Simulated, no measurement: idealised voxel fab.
process module | voxel wiring stack
cross-section cut | 175 nm wide | cells 5 nm
A cross-section is a grid of square cells, given in bands from the top down. A band is one or more rows of cells.
Each band's line starts with the height of the band's top and of its bottom, in nm. Then come its materials from left to right, each with its width in nm. One material with "throughout" fills the band from edge to edge. "air" is empty space.
Height 0 is the level under which the wafer as received is all one material. The lowest band goes on downwards, as in "0 down".
A width such as "30 to 40" changes by the same amount from each row of cells to the next, from the band's top row to its bottom row.
"no change" after a step means that no cell of the cross-section changed.
closed voids: empty space of 8 cells or more with no open way to the top, each as width x height at its distance from the left edge, in nm
after a step's settings: what the simulator itself notes on the step
overlay nm, on a step with a mask: how far to the right of its planned place the mask lay; to the left if negative
plan
1 op RECEIVE | material Si
2 op CONFORMAL_DEP | material SiO2 | thk nm 10
3 op CONFORMAL_DEP | material SiCN | thk nm 5
4 op DIRECTIONAL_DEP | material SiO2 | thk nm 25
5 op DIRECTIONAL_DEP | material aC | thk nm 15
6 op PATTERN | tone open | mask id METAL_1 | material resist | width nm 25 | pitch nm 40 | thk nm 30 | overlay nm -15
7 op DIRECTIONAL_ETCH | etch materials aC | depth nm 15
8 op STRIP | etch materials resist
9 op DIRECTIONAL_ETCH | etch materials SiO2 | depth nm 25
10 op DIRECTIONAL_ETCH | etch materials SiCN | depth nm 5
11 op STRIP | etch materials aC
12 op CONFORMAL_DEP | material TiN | thk nm 5
13 op FILL_DEP | material Ru | thk nm 5
14 op CMP | height nm 40
15 op EPI | material Ru | thk nm 5
16 op FILL_DEP | material SiCN | thk nm 5
17 op DIRECTIONAL_DEP | material SiO2 | thk nm 25
18 op MASKED_ETCH | tone open | mask id METAL_2 | width nm 25 | pitch nm 40 | etch materials SiO2 | depth nm 15 | overlay nm 0
19 op PATTERN | tone open | mask id METAL_2_HOLES | material resist | width nm 15 | pitch nm 40 | thk nm 15 | overlay nm 0
20 op DIRECTIONAL_ETCH | etch materials SiO2 | depth nm 10
21 op DIRECTIONAL_ETCH | etch materials SiCN | depth nm 5
22 op STRIP | etch materials resist
23 op CONFORMAL_DEP | material TiN | thk nm 5
24 op FILL_DEP | material Cu | thk nm 5
25 op CMP | height nm 75
26 op CONFORMAL_DEP | material SiCN | thk nm 5
varied across the wafers: overlay nm of step 6. The plan shows the first wafer's value. All wafers start alike
first wafer as received, after step 1
  0 down: Si throughout
  closed voids: none
each wafer at the end: cells of each material gained (+) or lost (-) since it was received, then its closed voids
overlay nm -15 | +27 Cu | +66 Ru | +95 SiCN | +282 SiO2 | +90 TiN | closed voids: none
overlay nm -10 | +27 Cu | +66 Ru | +95 SiCN | +282 SiO2 | +90 TiN | closed voids: none
overlay nm -5 | +27 Cu | +66 Ru | +95 SiCN | +282 SiO2 | +90 TiN | closed voids: none
overlay nm 0 | +27 Cu | +66 Ru | +95 SiCN | +282 SiO2 | +90 TiN | closed voids: none
overlay nm 5 | +27 Cu | +66 Ru | +95 SiCN | +282 SiO2 | +90 TiN | closed voids: none
overlay nm 10 | +27 Cu | +66 Ru | +95 SiCN | +282 SiO2 | +90 TiN | closed voids: none
overlay nm 15 | +27 Cu | +66 Ru | +95 SiCN | +282 SiO2 | +90 TiN | closed voids: none
